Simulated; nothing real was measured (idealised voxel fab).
Proc. module: voxel transistor to metal
The cross-section on display is named cut; it measures 180 nm wide, and its cells are 5 nm squares.
Cross-section format: a grid of square cells, given as bands from top to bottom; each band is one or more rows of cells. A band entry consists of two parts. The first gives the height of the band's top and the height of its bottom, in nm. The rest lists the band's materials from left to right, each with its width in nm. A single material labelled with the word "everywhere" fills the band from edge to edge, and the word "empty" marks empty space. Heights are expressed relative to 0, this being the level below which the as-received wafer comprises one material exclusively. The lowest band is unbounded in the downward direction and is denoted as in "top 0, no bottom". Read "30->40" as a graded width: first number on top, second number at the bottom, same change between each pair of neighbouring rows. Step marked "no alterations made"? Then no cell in the cross-section changed in it. For the entry "Closed void entries", the listed items are empty spaces with no open way to the top whose size is 8 cells or more; each item follows the pattern width x height at distance, where distance is from the left edge and all three are in nm. Step line, after settings: the simulator's comment on this step. If you see "overlay nm" on a step's line and that step has a mask, it's telling you how far right of where it was planned the mask ended up; a negative number means it went left instead.

# Steps planned for the process
1 RECEIVE | material Si
2 OXIDIZE | depth nm 5
3 CONFORMAL_DEP | material SiN | thk nm 15
4 DIRECTIONAL_DEP | material aC | thk nm 15
5 PATTERN | tone cover | mask id ACTIVE | material resist | width nm 95 | thk nm 35 | overlay nm 0
6 DIRECTIONAL_ETCH | etch materials aC | depth nm 15
7 STRIP | etch materials resist
8 DIRECTIONAL_ETCH | etch materials SiN | depth nm 15
9 DIRECTIONAL_ETCH | etch materials SiO2 | depth nm 5
10 DIRECTIONAL_ETCH | etch materials Si | depth nm 20
11 STRIP | etch materials aC
12 OXIDIZE | depth nm 5
13 FILL_DEP | material SiO2 | thk nm 15
14 CMP | height nm 15
15 SELECTIVE_ETCH | etch materials SiO2 | depth nm 5
16 STRIP | etch materials SiN
17 SELECTIVE_ETCH | etch materials SiO2 | depth nm 5
18 OXIDIZE | depth nm 5
19 DIRECTIONAL_DEP | material polySi | thk nm 20
20 DIRECTIONAL_DEP | material SiCN | thk nm 15
21 DIRECTIONAL_DEP | material aC | thk nm 10
22 PATTERN | tone cover | mask id GATE | material resist | width nm 15 | thk nm 30 | overlay nm 0
23 DIRECTIONAL_ETCH | etch materials aC | depth nm 10
24 STRIP | etch materials resist
25 DIRECTIONAL_ETCH | etch materials SiCN | depth nm 25
26 DIRECTIONAL_ETCH | etch materials polySi | depth nm 30
27 STRIP | etch materials aC
28 CONFORMAL_DEP | material SiO2 | thk nm 5
29 DIRECTIONAL_ETCH | etch materials SiO2 | depth nm 5
30 CONFORMAL_DEP | material SiN | thk nm 5
31 DIRECTIONAL_ETCH | etch materials SiN | depth nm 5
32 DIRECTIONAL_ETCH | etch materials SiO2 | depth nm 5
33 DIRECTIONAL_ETCH | etch materials Si | depth nm 10
34 EPI | material SiGe | thk nm 10
35 FILL_DEP | material SiO2 | thk nm 10
36 CMP | height nm 30
37 DIRECTIONAL_DEP | material SiO2 | thk nm 10
38 DIRECTIONAL_DEP | material aC | thk nm 10
39 PATTERN | tone open | mask id CONTACT | material resist | width nm 30 | pitch nm 55 | thk nm 25 | overlay nm 0
40 DIRECTIONAL_ETCH | etch materials aC | depth nm 10
41 STRIP | etch materials resist
42 DIRECTIONAL_ETCH | etch materials SiO2 | depth nm 50
43 STRIP | etch materials aC
44 CONFORMAL_DEP | material TiN | thk nm 5
45 FILL_DEP | material Ru | thk nm 10
46 CMP | height nm 40
47 CONFORMAL_DEP | material SiN | thk nm 5
48 DIRECTIONAL_DEP | material lowk | thk nm 20
49 PATTERN | tone open | mask id METAL_1 | material resist | width nm 15 | pitch nm 70 | thk nm 20 | overlay nm 0
50 DIRECTIONAL_ETCH | etch materials lowk | depth nm 20
51 DIRECTIONAL_ETCH | etch materials SiN | depth nm 5
52 STRIP | etch materials resist
53 CONFORMAL_DEP | material TiN | thk nm 5
54 FILL_DEP | material Ru | thk nm 5
55 CMP | height nm 65
56 EPI | material Ru | thk nm 5
57 FILL_DEP | material SiCN | thk nm 5
58 DIRECTIONAL_DEP | material lowk | thk nm 30
59 DIRECTIONAL_DEP | material aC | thk nm 15
60 PATTERN | tone open | mask id METAL_2 | material resist | width nm 15 | pitch nm 70 | thk nm 35 | overlay nm 0
61 DIRECTIONAL_ETCH | etch materials aC | depth nm 15
62 STRIP | etch materials resist
63 DIRECTIONAL_ETCH | etch materials lowk | depth nm 15
64 STRIP | etch materials aC
65 DIRECTIONAL_DEP | material aC | thk nm 10
66 PATTERN | tone open | mask id METAL_2_HOLES | material resist | width nm 15 | pitch nm 70 | thk nm 30 | overlay nm 0
67 DIRECTIONAL_ETCH | etch materials aC | depth nm 10
68 STRIP | etch materials resist
69 DIRECTIONAL_ETCH | etch materials lowk | depth nm 15
70 DIRECTIONAL_ETCH | etch materials SiCN | depth nm 5
71 STRIP | etch materials aC
72 CONFORMAL_DEP | material TiN | thk nm 5
73 FILL_DEP | material Cu | thk nm 5
74 CMP | height nm 105
75 CONFORMAL_DEP | material SiCN | thk nm 5
What sets these wafers apart? The width nm at step 66. They all start alike, and the plan carries the first wafer's value.

# After step 1, as received: first of several wafers, cross-section
- top 0, no bottom: Si everywhere
- Closed void entries: none

# Per-wafer rows below. For each material: cells gained (+) or lost (-) since the wafer was received, as of end of module. Then: closed voids
width nm 15; +12 Cu; +66 Ru; -168 Si; +101 SiCN; +28 SiGe; +48 SiN; +293 SiO2; +100 TiN; +300 lowk; +12 polySi; Closed void entries: none
width nm 20; +16 Cu; +66 Ru; -168 Si; +101 SiCN; +28 SiGe; +48 SiN; +293 SiO2; +102 TiN; +294 lowk; +12 polySi; Closed void entries: none
width nm 25; +20 Cu; +66 Ru; -168 Si; +101 SiCN; +28 SiGe; +48 SiN; +293 SiO2; +104 TiN; +288 lowk; +12 polySi; Closed void entries: none
width nm 30; +24 Cu; +66 Ru; -168 Si; +101 SiCN; +28 SiGe; +48 SiN; +293 SiO2; +106 TiN; +282 lowk; +12 polySi; Closed void entries: none
